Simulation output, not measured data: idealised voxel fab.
process module | voxel wiring stack
cross-section cut | 280 nm wide | cells 5 nm
A cross-section is a grid of square cells, given in bands from the top down. A band is one or more rows of cells.
Each band's line starts with the height of the band's top and of its bottom, in nm. Then come its materials from left to right, each with its width in nm. One material with "throughout" fills the band from edge to edge. "air" is empty space.
Height 0 is the level under which the wafer as received is all one material. The lowest band goes on downwards, as in "0 down".
A width such as "30 to 40" changes by the same amount from each row of cells to the next, from the band's top row to its bottom row.
"no change" after a step means that no cell of the cross-section changed.
closed voids: empty space of 8 cells or more with no open way to the top, each as width x height at its distance from the left edge, in nm
after a step's settings: what the simulator itself notes on the step
overlay nm, on a step with a mask: how far to the right of its planned place the mask lay; to the left if negative
plan
1 op RECEIVE | material Si
2 op CONFORMAL_DEP | material SiO2 | thk nm 10
3 op DIRECTIONAL_DEP | material TiN | thk nm 5
4 op DIRECTIONAL_DEP | material W | thk nm 15
5 op MASKED_ETCH | tone cover | mask id METAL_1 | width nm 20 | pitch nm 40 | etch materials W | depth nm 15 | overlay nm 0
6 op MASKED_ETCH | tone cover | mask id METAL_1 | width nm 20 | pitch nm 40 | etch materials TiN | depth nm 5 | overlay nm 0
7 op CONFORMAL_DEP | material SiCN | thk nm 5
8 op FILL_DEP | material lowk | thk nm 5
9 op CMP | height nm 30
10 op CONFORMAL_DEP | material SiCN | thk nm 5
11 op DIRECTIONAL_DEP | material lowk | thk nm 25
12 op DIRECTIONAL_DEP | material aC | thk nm 5
13 op PATTERN | tone open | mask id METAL_2_HOLES | material resist | width nm 15 | pitch nm 80 | thk nm 30 | overlay nm 0
14 op DIRECTIONAL_ETCH | etch materials aC | depth nm 10
15 op STRIP | etch materials resist
16 op DIRECTIONAL_ETCH | etch materials lowk | depth nm 25
17 op STRIP | etch materials aC
18 op PATTERN | tone open | mask id METAL_2 | material resist | width nm 20 | pitch nm 40 | thk nm 15 | overlay nm 0
19 op DIRECTIONAL_ETCH | etch materials lowk | depth nm 15
20 op DIRECTIONAL_ETCH | etch materials SiCN | depth nm 5
21 op STRIP | etch materials resist
22 op CONFORMAL_DEP | material TiN | thk nm 5
23 op FILL_DEP | material Ru | thk nm 10
24 op CMP | height nm 60
25 op CONFORMAL_DEP | material SiCN | thk nm 5
varied across the wafers: thk nm of step 12. The plan shows the first wafer's value. All wafers start alike
first wafer as received, after step 1
  0 down: Si throughout
  closed voids: none
first wafer at the end, after step 25
  65 to 60: SiCN throughout
  60 to 50: lowk 70 | TiN 5 | Ru 10 | TiN 5 | lowk 20 | TiN 5 | Ru 10 | TiN 5 | lowk 20 | TiN 5 | Ru 10 | TiN 5 | lowk 20 | TiN 5 | Ru 10 | TiN 5 | lowk 70
  50 to 45: lowk 70 | TiN 5 | Ru 5 | TiN 10 | lowk 20 | TiN 20 | lowk 20 | TiN 5 | Ru 5 | TiN 10 | lowk 20 | TiN 20 | lowk 70
  45 to 35: lowk 70 | TiN 5 | Ru 5 | TiN 5 | lowk 65 | TiN 5 | Ru 5 | TiN 5 | lowk 115
  35 to 30: SiCN 70 | TiN 15 | SiCN 65 | TiN 15 | SiCN 115
  30 to 15: lowk 65 | SiCN 5 | W 20 | SiCN 5 | lowk 10 | SiCN 5 | W 20 | SiCN 5 | lowk 10 | SiCN 5 | W 20 | SiCN 5 | lowk 10 | SiCN 5 | W 20 | SiCN 5 | lowk 65
  15 to 10: SiCN 70 | TiN 20 | SiCN 20 | TiN 20 | SiCN 20 | TiN 20 | SiCN 20 | TiN 20 | SiCN 70
  10 to 0: SiO2 throughout
  0 down: Si throughout
  closed voids: none
last wafer at the end
  65 to 60: SiCN throughout
  60 to 50: lowk 70 | TiN 5 | Ru 10 | TiN 5 | lowk 20 | TiN 5 | Ru 10 | TiN 5 | lowk 20 | TiN 5 | Ru 10 | TiN 5 | lowk 20 | TiN 5 | Ru 10 | TiN 5 | lowk 70
  50 to 45: lowk 70 | TiN 20 | lowk 20 | TiN 20 | lowk 20 | TiN 20 | lowk 20 | TiN 20 | lowk 70
  45 to 35: lowk throughout
  35 to 30: SiCN throughout
  30 to 15: lowk 65 | SiCN 5 | W 20 | SiCN 5 | lowk 10 | SiCN 5 | W 20 | SiCN 5 | lowk 10 | SiCN 5 | W 20 | SiCN 5 | lowk 10 | SiCN 5 | W 20 | SiCN 5 | lowk 65
  15 to 10: SiCN 70 | TiN 20 | SiCN 20 | TiN 20 | SiCN 20 | TiN 20 | SiCN 20 | TiN 20 | SiCN 70
  10 to 0: SiO2 throughout
  0 down: Si throughout
  closed voids: none
each wafer at the end: cells of each material gained (+) or lost (-) since it was received, then its closed voids
thk nm 5 | +22 Ru | +170 SiCN | +112 SiO2 | +60 TiN | +48 W | +316 lowk | closed voids: none
thk nm 10 | +22 Ru | +170 SiCN | +112 SiO2 | +60 TiN | +48 W | +316 lowk | closed voids: none
thk nm 15 | +16 Ru | +176 SiCN | +112 SiO2 | +48 TiN | +48 W | +328 lowk | closed voids: none
thk nm 20 | +16 Ru | +176 SiCN | +112 SiO2 | +48 TiN | +48 W | +328 lowk | closed voids: none
thk nm 25 | +16 Ru | +176 SiCN | +112 SiO2 | +48 TiN | +48 W | +328 lowk | closed voids: none
